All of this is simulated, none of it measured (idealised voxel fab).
process module | voxel transistor to metal
cross-section cut | 295 nm wide | cells 5 nm
A cross-section is a grid of square cells, given in bands from the top down. A band is one or more rows of cells.
Each band's line starts with the height of the band's top and of its bottom, in nm. Then come its materials from left to right, each with its width in nm. One material with "throughout" fills the band from edge to edge. "air" is empty space.
Height 0 is the level under which the wafer as received is all one material. The lowest band goes on downwards, as in "0 down".
A width such as "30 to 40" changes by the same amount from each row of cells to the next, from the band's top row to its bottom row.
"no change" after a step means that no cell of the cross-section changed.
closed voids: empty space of 8 cells or more with no open way to the top, each as width x height at its distance from the left edge, in nm
after a step's settings: what the simulator itself notes on the step
overlay nm, on a step with a mask: how far to the right of its planned place the mask lay; to the left if negative
plan
1 op RECEIVE | material Si
2 op OXIDIZE | depth nm 5
3 op CONFORMAL_DEP | material SiN | thk nm 10
4 op PATTERN | tone cover | mask id ACTIVE | material resist | width nm 110 | pitch nm 130 | thk nm 15 | overlay nm 0
5 op DIRECTIONAL_ETCH | etch materials SiN | depth nm 10
6 op DIRECTIONAL_ETCH | etch materials SiO2 | depth nm 5
7 op DIRECTIONAL_ETCH | etch materials Si | depth nm 35
8 op STRIP | etch materials resist
9 op FILL_DEP | material SiO2 | thk nm 5
10 op CMP | height nm 10
11 op SELECTIVE_ETCH | etch materials SiO2 | depth nm 10
12 op STRIP | etch materials SiN
13 op SELECTIVE_ETCH | etch materials SiO2 | depth nm 5
14 op OXIDIZE | depth nm 5
15 op DIRECTIONAL_DEP | material polySi | thk nm 25
16 op DIRECTIONAL_DEP | material SiCN | thk nm 10
17 op MASKED_ETCH | tone cover | mask id GATE | width nm 30 | pitch nm 130 | etch materials SiCN | depth nm 20 | overlay nm 0
18 op MASKED_ETCH | tone cover | mask id GATE | width nm 30 | pitch nm 130 | etch materials polySi | depth nm 35 | overlay nm 0
19 op CONFORMAL_DEP | material SiN | thk nm 5
20 op DIRECTIONAL_ETCH | etch materials SiN | depth nm 5
21 op DIRECTIONAL_ETCH | etch materials SiO2 | depth nm 5
22 op DIRECTIONAL_ETCH | etch materials Si | depth nm 15
23 op EPI | material nSi | thk nm 15
24 op FILL_DEP | material SiO2 | thk nm 10
25 op CMP | height nm 20
26 op STRIP | etch materials polySi
27 op SELECTIVE_ETCH | etch materials SiO2 | depth nm 5
28 op CONFORMAL_DEP | material HfO2 | thk nm 5
29 op CONFORMAL_DEP | material TiN | thk nm 5
30 op FILL_DEP | material W | thk nm 5
31 op CMP | height nm 15
32 op DIRECTIONAL_DEP | material SiO2 | thk nm 15
33 op PATTERN | tone open | mask id CONTACT | material resist | width nm 15 | thk nm 20 | overlay nm 0
34 op DIRECTIONAL_ETCH | etch materials SiO2 | depth nm 40
35 op STRIP | etch materials resist
36 op CONFORMAL_DEP | material TiN | thk nm 5
37 op FILL_DEP | material Ru | thk nm 10
38 op CMP | height nm 30
39 op DIRECTIONAL_DEP | material TiN | thk nm 5
40 op DIRECTIONAL_DEP | material W | thk nm 15
41 op PATTERN | tone cover | mask id METAL_1 | material resist | width nm 15 | thk nm 20 | overlay nm 0
42 op DIRECTIONAL_ETCH | etch materials W | depth nm 15
43 op DIRECTIONAL_ETCH | etch materials TiN | depth nm 5
44 op STRIP | etch materials resist
45 op CONFORMAL_DEP | material SiCN | thk nm 5
46 op FILL_DEP | material lowk | thk nm 10
47 op CMP | height nm 50
48 op CONFORMAL_DEP | material SiCN | thk nm 5
first wafer, as planned
as received, after step 1
  0 down: Si throughout
  closed voids: none
after step 2
  0 to -5: SiO2 throughout
  below -5: unchanged
after step 3
  10 to 0: SiN throughout
  below 0: unchanged
after step 4
  25 to 10: air 25 | resist 110 | air 20 | resist 110 | air 30
  below 10: unchanged
after step 5
  25 to 10: air 25 | resist 110 | air 20 | resist 110 | air 30
  10 to 0: air 25 | SiN 110 | air 20 | SiN 110 | air 30
  below 0: unchanged
after step 6
  25 to 10: air 25 | resist 110 | air 20 | resist 110 | air 30
  10 to 0: air 25 | SiN 110 | air 20 | SiN 110 | air 30
  0 to -5: air 25 | SiO2 110 | air 20 | SiO2 110 | air 30
  below -5: unchanged
after step 7
  25 to 10: air 25 | resist 110 | air 20 | resist 110 | air 30
  10 to 0: air 25 | SiN 110 | air 20 | SiN 110 | air 30
  0 to -5: air 25 | SiO2 110 | air 20 | SiO2 110 | air 30
  -5 to -40: air 25 | Si 110 | air 20 | Si 110 | air 30
  below -40: unchanged
after step 8
  10 to 0: air 25 | SiN 110 | air 20 | SiN 110 | air 30
  below 0: unchanged
after step 9
  15 to 10: SiO2 throughout
  10 to 0: SiO2 25 | SiN 110 | SiO2 20 | SiN 110 | SiO2 30
  0 to -5: SiO2 throughout
  -5 to -40: SiO2 25 | Si 110 | SiO2 20 | Si 110 | SiO2 30
  below -40: unchanged
after step 10
  10 to 0: SiO2 25 | SiN 110 | SiO2 20 | SiN 110 | SiO2 30
  below 0: unchanged
after step 11
  10 to 0: air 25 | SiN 110 | air 20 | SiN 110 | air 30
  below 0: unchanged
after step 12
  0 to -5: SiO2 throughout
  below -5: unchanged
after step 13
  -5 to -40: SiO2 25 | Si 110 | SiO2 20 | Si 110 | SiO2 30
  below -40: unchanged
after step 14
  -5 to -10: SiO2 throughout
  below -10: unchanged
after step 15
  20 to -5: polySi throughout
  below -5: unchanged
after step 16
  30 to 20: SiCN throughout
  below 20: unchanged
after step 17
  30 to 20: air 65 | SiCN 30 | air 100 | SiCN 30 | air 70
  below 20: unchanged
after step 18
  30 to 20: air 65 | SiCN 30 | air 100 | SiCN 30 | air 70
  20 to -5: air 65 | polySi 30 | air 100 | polySi 30 | air 70
  below -5: unchanged
after step 19
  35 to 30: air 60 | SiN 40 | air 90 | SiN 40 | air 65
  30 to 20: air 60 | SiN 5 | SiCN 30 | SiN 5 | air 90 | SiN 5 | SiCN 30 | SiN 5 | air 65
  20 to 0: air 60 | SiN 5 | polySi 30 | SiN 5 | air 90 | SiN 5 | polySi 30 | SiN 5 | air 65
  0 to -5: SiN 65 | polySi 30 | SiN 100 | polySi 30 | SiN 70
  below -5: unchanged
after step 20
  30 to 20: air 60 | SiN 5 | SiCN 30 | SiN 5 | air 90 | SiN 5 | SiCN 30 | SiN 5 | air 65
  20 to -5: air 60 | SiN 5 | polySi 30 | SiN 5 | air 90 | SiN 5 | polySi 30 | SiN 5 | air 65
  below -5: unchanged
after step 21
  30 to 20: air 60 | SiN 5 | SiCN 30 | SiN 5 | air 90 | SiN 5 | SiCN 30 | SiN 5 | air 65
  20 to -5: air 60 | SiN 5 | polySi 30 | SiN 5 | air 90 | SiN 5 | polySi 30 | SiN 5 | air 65
  -5 to -10: air 60 | SiO2 40 | air 90 | SiO2 40 | air 65
  below -10: unchanged
after step 22
  30 to 20: air 60 | SiN 5 | SiCN 30 | SiN 5 | air 90 | SiN 5 | SiCN 30 | SiN 5 | air 65
  20 to -5: air 60 | SiN 5 | polySi 30 | SiN 5 | air 90 | SiN 5 | polySi 30 | SiN 5 | air 65
  -5 to -10: air 60 | SiO2 40 | air 90 | SiO2 40 | air 65
  -10 to -25: SiO2 25 | air 35 | Si 40 | air 35 | SiO2 20 | air 35 | Si 40 | air 35 | SiO2 30
  below -25: unchanged
after step 23
  30 to 20: air 60 | SiN 5 | SiCN 30 | SiN 5 | air 90 | SiN 5 | SiCN 30 | SiN 5 | air 65
  20 to 5: air 60 | SiN 5 | polySi 30 | SiN 5 | air 90 | SiN 5 | polySi 30 | SiN 5 | air 65
  5 to -5: air 45 | nSi 15 | SiN 5 | polySi 30 | SiN 5 | nSi 15 | air 60 | nSi 15 | SiN 5 | polySi 30 | SiN 5 | nSi 15 | air 50
  -5 to -10: air 45 | nSi 15 | SiO2 40 | nSi 15 | air 60 | nSi 15 | SiO2 40 | nSi 15 | air 50
  -10 to -25: SiO2 25 | nSi 35 | Si 40 | nSi 35 | SiO2 20 | nSi 35 | Si 40 | nSi 35 | SiO2 30
  below -25: unchanged
after step 24
  40 to 30: SiO2 throughout
  30 to 20: SiO2 60 | SiN 5 | SiCN 30 | SiN 5 | SiO2 90 | SiN 5 | SiCN 30 | SiN 5 | SiO2 65
  20 to 5: SiO2 60 | SiN 5 | polySi 30 | SiN 5 | SiO2 90 | SiN 5 | polySi 30 | SiN 5 | SiO2 65
  5 to -5: SiO2 45 | nSi 15 | SiN 5 | polySi 30 | SiN 5 | nSi 15 | SiO2 60 | nSi 15 | SiN 5 | polySi 30 | SiN 5 | nSi 15 | SiO2 50
  -5 to -10: SiO2 45 | nSi 15 | SiO2 40 | nSi 15 | SiO2 60 | nSi 15 | SiO2 40 | nSi 15 | SiO2 50
  below -10: unchanged
after step 25
  20 to 5: SiO2 60 | SiN 5 | polySi 30 | SiN 5 | SiO2 90 | SiN 5 | polySi 30 | SiN 5 | SiO2 65
  below 5: unchanged
after step 26
  20 to 5: SiO2 60 | SiN 5 | air 30 | SiN 5 | SiO2 90 | SiN 5 | air 30 | SiN 5 | SiO2 65
  5 to -5: SiO2 45 | nSi 15 | SiN 5 | air 30 | SiN 5 | nSi 15 | SiO2 60 | nSi 15 | SiN 5 | air 30 | SiN 5 | nSi 15 | SiO2 50
  below -5: unchanged
after step 27
  20 to 15: air 60 | SiN 5 | air 30 | SiN 5 | air 90 | SiN 5 | air 30 | SiN 5 | air 65
  15 to 5: SiO2 60 | SiN 5 | air 30 | SiN 5 | SiO2 90 | SiN 5 | air 30 | SiN 5 | SiO2 65
  5 to -5: SiO2 45 | nSi 15 | SiN 5 | air 30 | SiN 5 | nSi 15 | SiO2 60 | nSi 15 | SiN 5 | air 30 | SiN 5 | nSi 15 | SiO2 50
  -5 to -10: SiO2 45 | nSi 15 | air 40 | nSi 15 | SiO2 60 | nSi 15 | air 40 | nSi 15 | SiO2 50
  below -10: unchanged
after step 28
  25 to 20: air 55 | HfO2 15 | air 20 | HfO2 15 | air 80 | HfO2 15 | air 20 | HfO2 15 | air 60
  20 to 15: HfO2 60 | SiN 5 | HfO2 5 | air 20 | HfO2 5 | SiN 5 | HfO2 90 | SiN 5 | HfO2 5 | air 20 | HfO2 5 | SiN 5 | HfO2 65
  15 to 5: SiO2 60 | SiN 5 | HfO2 5 | air 20 | HfO2 5 | SiN 5 | SiO2 90 | SiN 5 | HfO2 5 | air 20 | HfO2 5 | SiN 5 | SiO2 65
  5 to -5: SiO2 45 | nSi 15 | SiN 5 | HfO2 5 | air 20 | HfO2 5 | SiN 5 | nSi 15 | SiO2 60 | nSi 15 | SiN 5 | HfO2 5 | air 20 | HfO2 5 | SiN 5 | nSi 15 | SiO2 50
  -5 to -10: SiO2 45 | nSi 15 | HfO2 40 | nSi 15 | SiO2 60 | nSi 15 | HfO2 40 | nSi 15 | SiO2 50
  below -10: unchanged
after step 29
  30 to 25: air 50 | TiN 25 | air 10 | TiN 25 | air 70 | TiN 25 | air 10 | TiN 25 | air 55
  25 to 20: TiN 55 | HfO2 15 | TiN 5 | air 10 | TiN 5 | HfO2 15 | TiN 80 | HfO2 15 | TiN 5 | air 10 | TiN 5 | HfO2 15 | TiN 60
  20 to 15: HfO2 60 | SiN 5 | HfO2 5 | TiN 5 | air 10 | TiN 5 | HfO2 5 | SiN 5 | HfO2 90 | SiN 5 | HfO2 5 | TiN 5 | air 10 | TiN 5 | HfO2 5 | SiN 5 | HfO2 65
  15 to 5: SiO2 60 | SiN 5 | HfO2 5 | TiN 5 | air 10 | TiN 5 | HfO2 5 | SiN 5 | SiO2 90 | SiN 5 | HfO2 5 | TiN 5 | air 10 | TiN 5 | HfO2 5 | SiN 5 | SiO2 65
  5 to 0: SiO2 45 | nSi 15 | SiN 5 | HfO2 5 | TiN 5 | air 10 | TiN 5 | HfO2 5 | SiN 5 | nSi 15 | SiO2 60 | nSi 15 | SiN 5 | HfO2 5 | TiN 5 | air 10 | TiN 5 | HfO2 5 | SiN 5 | nSi 15 | SiO2 50
  0 to -5: SiO2 45 | nSi 15 | SiN 5 | HfO2 5 | TiN 20 | HfO2 5 | SiN 5 | nSi 15 | SiO2 60 | nSi 15 | SiN 5 | HfO2 5 | TiN 20 | HfO2 5 | SiN 5 | nSi 15 | SiO2 50
  below -5: unchanged
after step 30
  35 to 30: W throughout
  30 to 25: W 50 | TiN 25 | W 10 | TiN 25 | W 70 | TiN 25 | W 10 | TiN 25 | W 55
  25 to 20: TiN 55 | HfO2 15 | TiN 5 | W 10 | TiN 5 | HfO2 15 | TiN 80 | HfO2 15 | TiN 5 | W 10 | TiN 5 | HfO2 15 | TiN 60
  20 to 15: HfO2 60 | SiN 5 | HfO2 5 | TiN 5 | W 10 | TiN 5 | HfO2 5 | SiN 5 | HfO2 90 | SiN 5 | HfO2 5 | TiN 5 | W 10 | TiN 5 | HfO2 5 | SiN 5 | HfO2 65
  15 to 5: SiO2 60 | SiN 5 | HfO2 5 | TiN 5 | W 10 | TiN 5 | HfO2 5 | SiN 5 | SiO2 90 | SiN 5 | HfO2 5 | TiN 5 | W 10 | TiN 5 | HfO2 5 | SiN 5 | SiO2 65
  5 to 0: SiO2 45 | nSi 15 | SiN 5 | HfO2 5 | TiN 5 | W 10 | TiN 5 | HfO2 5 | SiN 5 | nSi 15 | SiO2 60 | nSi 15 | SiN 5 | HfO2 5 | TiN 5 | W 10 | TiN 5 | HfO2 5 | SiN 5 | nSi 15 | SiO2 50
  below 0: unchanged
after step 31
  15 to 5: SiO2 60 | SiN 5 | HfO2 5 | TiN 5 | W 10 | TiN 5 | HfO2 5 | SiN 5 | SiO2 90 | SiN 5 | HfO2 5 | TiN 5 | W 10 | TiN 5 | HfO2 5 | SiN 5 | SiO2 65
  below 5: unchanged
after step 32
  30 to 15: SiO2 throughout
  below 15: unchanged
after step 33
  50 to 30: resist 35 | air 15 | resist 60 | air 15 | resist 40 | air 15 | resist 60 | air 15 | resist 40
  below 30: unchanged
after step 34
  50 to 30: resist 35 | air 15 | resist 60 | air 15 | resist 40 | air 15 | resist 60 | air 15 | resist 40
  30 to 15: SiO2 35 | air 15 | SiO2 60 | air 15 | SiO2 40 | air 15 | SiO2 60 | air 15 | SiO2 40
  15 to 5: SiO2 35 | air 15 | SiO2 10 | SiN 5 | HfO2 5 | TiN 5 | W 10 | TiN 5 | HfO2 5 | SiN 5 | SiO2 10 | air 15 | SiO2 40 | air 15 | SiO2 10 | SiN 5 | HfO2 5 | TiN 5 | W 10 | TiN 5 | HfO2 5 | SiN 5 | SiO2 10 | air 15 | SiO2 40
  5 to 0: SiO2 35 | air 10 | nSi 15 | SiN 5 | HfO2 5 | TiN 5 | W 10 | TiN 5 | HfO2 5 | SiN 5 | nSi 15 | air 10 | SiO2 40 | air 10 | nSi 15 | SiN 5 | HfO2 5 | TiN 5 | W 10 | TiN 5 | HfO2 5 | SiN 5 | nSi 15 | air 10 | SiO2 40
  0 to -5: SiO2 35 | air 10 | nSi 15 | SiN 5 | HfO2 5 | TiN 20 | HfO2 5 | SiN 5 | nSi 15 | air 10 | SiO2 40 | air 10 | nSi 15 | SiN 5 | HfO2 5 | TiN 20 | HfO2 5 | SiN 5 | nSi 15 | air 10 | SiO2 40
  -5 to -10: SiO2 35 | air 10 | nSi 15 | HfO2 40 | nSi 15 | air 10 | SiO2 40 | air 10 | nSi 15 | HfO2 40 | nSi 15 | air 10 | SiO2 40
  below -10: unchanged
after step 35
  30 to 15: SiO2 35 | air 15 | SiO2 60 | air 15 | SiO2 40 | air 15 | SiO2 60 | air 15 | SiO2 40
  below 15: unchanged
after step 36
  35 to 30: TiN 40 | air 5 | TiN 70 | air 5 | TiN 50 | air 5 | TiN 70 | air 5 | TiN 45
  30 to 15: SiO2 35 | TiN 5 | air 5 | TiN 5 | SiO2 60 | TiN 5 | air 5 | TiN 5 | SiO2 40 | TiN 5 | air 5 | TiN 5 | SiO2 60 | TiN 5 | air 5 | TiN 5 | SiO2 40
  15 to 10: SiO2 35 | TiN 5 | air 5 | TiN 5 | SiO2 10 | SiN 5 | HfO2 5 | TiN 5 | W 10 | TiN 5 | HfO2 5 | SiN 5 | SiO2 10 | TiN 5 | air 5 | TiN 5 | SiO2 40 | TiN 5 | air 5 | TiN 5 | SiO2 10 | SiN 5 | HfO2 5 | TiN 5 | W 10 | TiN 5 | HfO2 5 | SiN 5 | SiO2 10 | TiN 5 | air 5 | TiN 5 | SiO2 40
  10 to 5: SiO2 35 | TiN 15 | SiO2 10 | SiN 5 | HfO2 5 | TiN 5 | W 10 | TiN 5 | HfO2 5 | SiN 5 | SiO2 10 | TiN 15 | SiO2 40 | TiN 15 | SiO2 10 | SiN 5 | HfO2 5 | TiN 5 | W 10 | TiN 5 | HfO2 5 | SiN 5 | SiO2 10 | TiN 15 | SiO2 40
  5 to 0: SiO2 35 | TiN 10 | nSi 15 | SiN 5 | HfO2 5 | TiN 5 | W 10 | TiN 5 | HfO2 5 | SiN 5 | nSi 15 | TiN 10 | SiO2 40 | TiN 10 | nSi 15 | SiN 5 | HfO2 5 | TiN 5 | W 10 | TiN 5 | HfO2 5 | SiN 5 | nSi 15 | TiN 10 | SiO2 40
  0 to -5: SiO2 35 | TiN 10 | nSi 15 | SiN 5 | HfO2 5 | TiN 20 | HfO2 5 | SiN 5 | nSi 15 | TiN 10 | SiO2 40 | TiN 10 | nSi 15 | SiN 5 | HfO2 5 | TiN 20 | HfO2 5 | SiN 5 | nSi 15 | TiN 10 | SiO2 40
  -5 to -10: SiO2 35 | TiN 10 | nSi 15 | HfO2 40 | nSi 15 | TiN 10 | SiO2 40 | TiN 10 | nSi 15 | HfO2 40 | nSi 15 | TiN 10 | SiO2 40
  below -10: unchanged
after step 37
  45 to 35: Ru throughout
  35 to 30: TiN 40 | Ru 5 | TiN 70 | Ru 5 | TiN 50 | Ru 5 | TiN 70 | Ru 5 | TiN 45
  30 to 15: SiO2 35 | TiN 5 | Ru 5 | TiN 5 | SiO2 60 | TiN 5 | Ru 5 | TiN 5 | SiO2 40 | TiN 5 | Ru 5 | TiN 5 | SiO2 60 | TiN 5 | Ru 5 | TiN 5 | SiO2 40
  15 to 10: SiO2 35 | TiN 5 | Ru 5 | TiN 5 | SiO2 10 | SiN 5 | HfO2 5 | TiN 5 | W 10 | TiN 5 | HfO2 5 | SiN 5 | SiO2 10 | TiN 5 | Ru 5 | TiN 5 | SiO2 40 | TiN 5 | Ru 5 | TiN 5 | SiO2 10 | SiN 5 | HfO2 5 | TiN 5 | W 10 | TiN 5 | HfO2 5 | SiN 5 | SiO2 10 | TiN 5 | Ru 5 | TiN 5 | SiO2 40
  below 10: unchanged
after step 38
  30 to 15: SiO2 35 | TiN 5 | Ru 5 | TiN 5 | SiO2 60 | TiN 5 | Ru 5 | TiN 5 | SiO2 40 | TiN 5 | Ru 5 | TiN 5 | SiO2 60 | TiN 5 | Ru 5 | TiN 5 | SiO2 40
  below 15: unchanged
after step 39
  35 to 30: TiN throughout
  below 30: unchanged
after step 40
  50 to 35: W throughout
  below 35: unchanged
after step 41
  70 to 50: air 35 | resist 15 | air 60 | resist 15 | air 40 | resist 15 | air 60 | resist 15 | air 40
  below 50: unchanged
after step 42
  70 to 50: air 35 | resist 15 | air 60 | resist 15 | air 40 | resist 15 | air 60 | resist 15 | air 40
  50 to 35: air 35 | W 15 | air 60 | W 15 | air 40 | W 15 | air 60 | W 15 | air 40
  below 35: unchanged
after step 43
  70 to 50: air 35 | resist 15 | air 60 | resist 15 | air 40 | resist 15 | air 60 | resist 15 | air 40
  50 to 35: air 35 | W 15 | air 60 | W 15 | air 40 | W 15 | air 60 | W 15 | air 40
  35 to 30: air 35 | TiN 15 | air 60 | TiN 15 | air 40 | TiN 15 | air 60 | TiN 15 | air 40
  below 30: unchanged
after step 44
  50 to 35: air 35 | W 15 | air 60 | W 15 | air 40 | W 15 | air 60 | W 15 | air 40
  below 35: unchanged
after step 45
  55 to 50: air 30 | SiCN 25 | air 50 | SiCN 25 | air 30 | SiCN 25 | air 50 | SiCN 25 | air 35
  50 to 35: air 30 | SiCN 5 | W 15 | SiCN 5 | air 50 | SiCN 5 | W 15 | SiCN 5 | air 30 | SiCN 5 | W 15 | SiCN 5 | air 50 | SiCN 5 | W 15 | SiCN 5 | air 35
  35 to 30: SiCN 35 | TiN 15 | SiCN 60 | TiN 15 | SiCN 40 | TiN 15 | SiCN 60 | TiN 15 | SiCN 40
  below 30: unchanged
after step 46
  65 to 55: lowk throughout
  55 to 50: lowk 30 | SiCN 25 | lowk 50 | SiCN 25 | lowk 30 | SiCN 25 | lowk 50 | SiCN 25 | lowk 35
  50 to 35: lowk 30 | SiCN 5 | W 15 | SiCN 5 | lowk 50 | SiCN 5 | W 15 | SiCN 5 | lowk 30 | SiCN 5 | W 15 | SiCN 5 | lowk 50 | SiCN 5 | W 15 | SiCN 5 | lowk 35
  below 35: unchanged
after step 47
  50 to 35: lowk 30 | SiCN 5 | W 15 | SiCN 5 | lowk 50 | SiCN 5 | W 15 | SiCN 5 | lowk 30 | SiCN 5 | W 15 | SiCN 5 | lowk 50 | SiCN 5 | W 15 | SiCN 5 | lowk 35
  below 35: unchanged
after step 48
  55 to 50: SiCN throughout
  below 50: unchanged
second wafer: like start, like plan, one mistake. Through step 32 it matches the first wafer
when step 33 should have ended
  50 to 30: air 35 | resist 15 | air 60 | resist 15 | air 40 | resist 15 | air 60 | resist 15 | air 40
  below 30: unchanged
when step 34 should have ended
  50 to 30: air 35 | resist 15 | air 60 | resist 15 | air 40 | resist 15 | air 60 | resist 15 | air 40
  30 to 15: air 35 | SiO2 15 | air 60 | SiO2 15 | air 40 | SiO2 15 | air 60 | SiO2 15 | air 40
  15 to 5: air 35 | SiO2 15 | air 10 | SiN 5 | HfO2 5 | TiN 5 | W 10 | TiN 5 | HfO2 5 | SiN 5 | air 10 | SiO2 15 | air 40 | SiO2 15 | air 10 | SiN 5 | HfO2 5 | TiN 5 | W 10 | TiN 5 | HfO2 5 | SiN 5 | air 10 | SiO2 15 | air 40
  5 to 0: air 35 | SiO2 10 | nSi 15 | SiN 5 | HfO2 5 | TiN 5 | W 10 | TiN 5 | HfO2 5 | SiN 5 | nSi 15 | SiO2 10 | air 40 | SiO2 10 | nSi 15 | SiN 5 | HfO2 5 | TiN 5 | W 10 | TiN 5 | HfO2 5 | SiN 5 | nSi 15 | SiO2 10 | air 40
  0 to -5: air 35 | SiO2 10 | nSi 15 | SiN 5 | HfO2 5 | TiN 20 | HfO2 5 | SiN 5 | nSi 15 | SiO2 10 | air 40 | SiO2 10 | nSi 15 | SiN 5 | HfO2 5 | TiN 20 | HfO2 5 | SiN 5 | nSi 15 | SiO2 10 | air 40
  -5 to -10: air 35 | SiO2 10 | nSi 15 | HfO2 40 | nSi 15 | SiO2 10 | air 40 | SiO2 10 | nSi 15 | HfO2 40 | nSi 15 | SiO2 10 | air 40
  below -10: unchanged
when step 35 should have ended
  30 to 15: air 35 | SiO2 15 | air 60 | SiO2 15 | air 40 | SiO2 15 | air 60 | SiO2 15 | air 40
  below 15: unchanged
when step 36 should have ended
  35 to 30: air 30 | TiN 25 | air 50 | TiN 25 | air 30 | TiN 25 | air 50 | TiN 25 | air 35
  30 to 20: air 30 | TiN 5 | SiO2 15 | TiN 5 | air 50 | TiN 5 | SiO2 15 | TiN 5 | air 30 | TiN 5 | SiO2 15 | TiN 5 | air 50 | TiN 5 | SiO2 15 | TiN 5 | air 35
  20 to 15: air 30 | TiN 5 | SiO2 15 | TiN 60 | SiO2 15 | TiN 5 | air 30 | TiN 5 | SiO2 15 | TiN 60 | SiO2 15 | TiN 5 | air 35
  15 to 5: air 30 | TiN 5 | SiO2 15 | TiN 10 | SiN 5 | HfO2 5 | TiN 5 | W 10 | TiN 5 | HfO2 5 | SiN 5 | TiN 10 | SiO2 15 | TiN 5 | air 30 | TiN 5 | SiO2 15 | TiN 10 | SiN 5 | HfO2 5 | TiN 5 | W 10 | TiN 5 | HfO2 5 | SiN 5 | TiN 10 | SiO2 15 | TiN 5 | air 35
  5 to 0: air 30 | TiN 5 | SiO2 10 | nSi 15 | SiN 5 | HfO2 5 | TiN 5 | W 10 | TiN 5 | HfO2 5 | SiN 5 | nSi 15 | SiO2 10 | TiN 5 | air 30 | TiN 5 | SiO2 10 | nSi 15 | SiN 5 | HfO2 5 | TiN 5 | W 10 | TiN 5 | HfO2 5 | SiN 5 | nSi 15 | SiO2 10 | TiN 5 | air 35
  0 to -5: air 30 | TiN 5 | SiO2 10 | nSi 15 | SiN 5 | HfO2 5 | TiN 20 | HfO2 5 | SiN 5 | nSi 15 | SiO2 10 | TiN 5 | air 30 | TiN 5 | SiO2 10 | nSi 15 | SiN 5 | HfO2 5 | TiN 20 | HfO2 5 | SiN 5 | nSi 15 | SiO2 10 | TiN 5 | air 35
  -5 to -10: TiN 35 | SiO2 10 | nSi 15 | HfO2 40 | nSi 15 | SiO2 10 | TiN 40 | SiO2 10 | nSi 15 | HfO2 40 | nSi 15 | SiO2 10 | TiN 40
  below -10: unchanged
when step 37 should have ended
  45 to 35: Ru throughout
  35 to 30: Ru 30 | TiN 25 | Ru 50 | TiN 25 | Ru 30 | TiN 25 | Ru 50 | TiN 25 | Ru 35
  30 to 20: Ru 30 | TiN 5 | SiO2 15 | TiN 5 | Ru 50 | TiN 5 | SiO2 15 | TiN 5 | Ru 30 | TiN 5 | SiO2 15 | TiN 5 | Ru 50 | TiN 5 | SiO2 15 | TiN 5 | Ru 35
  20 to 15: Ru 30 | TiN 5 | SiO2 15 | TiN 60 | SiO2 15 | TiN 5 | Ru 30 | TiN 5 | SiO2 15 | TiN 60 | SiO2 15 | TiN 5 | Ru 35
  15 to 5: Ru 30 | TiN 5 | SiO2 15 | TiN 10 | SiN 5 | HfO2 5 | TiN 5 | W 10 | TiN 5 | HfO2 5 | SiN 5 | TiN 10 | SiO2 15 | TiN 5 | Ru 30 | TiN 5 | SiO2 15 | TiN 10 | SiN 5 | HfO2 5 | TiN 5 | W 10 | TiN 5 | HfO2 5 | SiN 5 | TiN 10 | SiO2 15 | TiN 5 | Ru 35
  5 to 0: Ru 30 | TiN 5 | SiO2 10 | nSi 15 | SiN 5 | HfO2 5 | TiN 5 | W 10 | TiN 5 | HfO2 5 | SiN 5 | nSi 15 | SiO2 10 | TiN 5 | Ru 30 | TiN 5 | SiO2 10 | nSi 15 | SiN 5 | HfO2 5 | TiN 5 | W 10 | TiN 5 | HfO2 5 | SiN 5 | nSi 15 | SiO2 10 | TiN 5 | Ru 35
  0 to -5: Ru 30 | TiN 5 | SiO2 10 | nSi 15 | SiN 5 | HfO2 5 | TiN 20 | HfO2 5 | SiN 5 | nSi 15 | SiO2 10 | TiN 5 | Ru 30 | TiN 5 | SiO2 10 | nSi 15 | SiN 5 | HfO2 5 | TiN 20 | HfO2 5 | SiN 5 | nSi 15 | SiO2 10 | TiN 5 | Ru 35
  below -5: unchanged
when step 38 should have ended
  30 to 20: Ru 30 | TiN 5 | SiO2 15 | TiN 5 | Ru 50 | TiN 5 | SiO2 15 | TiN 5 | Ru 30 | TiN 5 | SiO2 15 | TiN 5 | Ru 50 | TiN 5 | SiO2 15 | TiN 5 | Ru 35
  below 20: unchanged
when step 39 should have ended
  35 to 30: TiN throughout
  below 30: unchanged
when step 40 should have ended
  50 to 35: W throughout
  below 35: unchanged
when step 41 should have ended
  70 to 50: air 35 | resist 15 | air 60 | resist 15 | air 40 | resist 15 | air 60 | resist 15 | air 40
  below 50: unchanged
when step 42 should have ended
  70 to 50: air 35 | resist 15 | air 60 | resist 15 | air 40 | resist 15 | air 60 | resist 15 | air 40
  50 to 35: air 35 | W 15 | air 60 | W 15 | air 40 | W 15 | air 60 | W 15 | air 40
  below 35: unchanged
when step 43 should have ended
  70 to 50: air 35 | resist 15 | air 60 | resist 15 | air 40 | resist 15 | air 60 | resist 15 | air 40
  50 to 35: air 35 | W 15 | air 60 | W 15 | air 40 | W 15 | air 60 | W 15 | air 40
  35 to 30: air 35 | TiN 15 | air 60 | TiN 15 | air 40 | TiN 15 | air 60 | TiN 15 | air 40
  below 30: unchanged
when step 44 should have ended
  50 to 35: air 35 | W 15 | air 60 | W 15 | air 40 | W 15 | air 60 | W 15 | air 40
  below 35: unchanged
when step 45 should have ended
  55 to 50: air 30 | SiCN 25 | air 50 | SiCN 25 | air 30 | SiCN 25 | air 50 | SiCN 25 | air 35
  50 to 35: air 30 | SiCN 5 | W 15 | SiCN 5 | air 50 | SiCN 5 | W 15 | SiCN 5 | air 30 | SiCN 5 | W 15 | SiCN 5 | air 50 | SiCN 5 | W 15 | SiCN 5 | air 35
  35 to 30: SiCN 35 | TiN 15 | SiCN 60 | TiN 15 | SiCN 40 | TiN 15 | SiCN 60 | TiN 15 | SiCN 40
  below 30: unchanged
when step 46 should have ended
  65 to 55: lowk throughout
  55 to 50: lowk 30 | SiCN 25 | lowk 50 | SiCN 25 | lowk 30 | SiCN 25 | lowk 50 | SiCN 25 | lowk 35
  50 to 35: lowk 30 | SiCN 5 | W 15 | SiCN 5 | lowk 50 | SiCN 5 | W 15 | SiCN 5 | lowk 30 | SiCN 5 | W 15 | SiCN 5 | lowk 50 | SiCN 5 | W 15 | SiCN 5 | lowk 35
  below 35: unchanged
when step 47 should have ended
  50 to 35: lowk 30 | SiCN 5 | W 15 | SiCN 5 | lowk 50 | SiCN 5 | W 15 | SiCN 5 | lowk 30 | SiCN 5 | W 15 | SiCN 5 | lowk 50 | SiCN 5 | W 15 | SiCN 5 | lowk 35
  below 35: unchanged
when step 48 should have ended
  55 to 50: SiCN throughout
  below 50: unchanged
what went wrong: step 33 ran as: op PATTERN | tone cover | mask id CONTACT | material resist | width nm 15 | thk nm 20 | overlay nm 0
at the end the second wafer has, in cells: 157 more of Ru | 188 fewer of SiO2 | 31 more of TiN
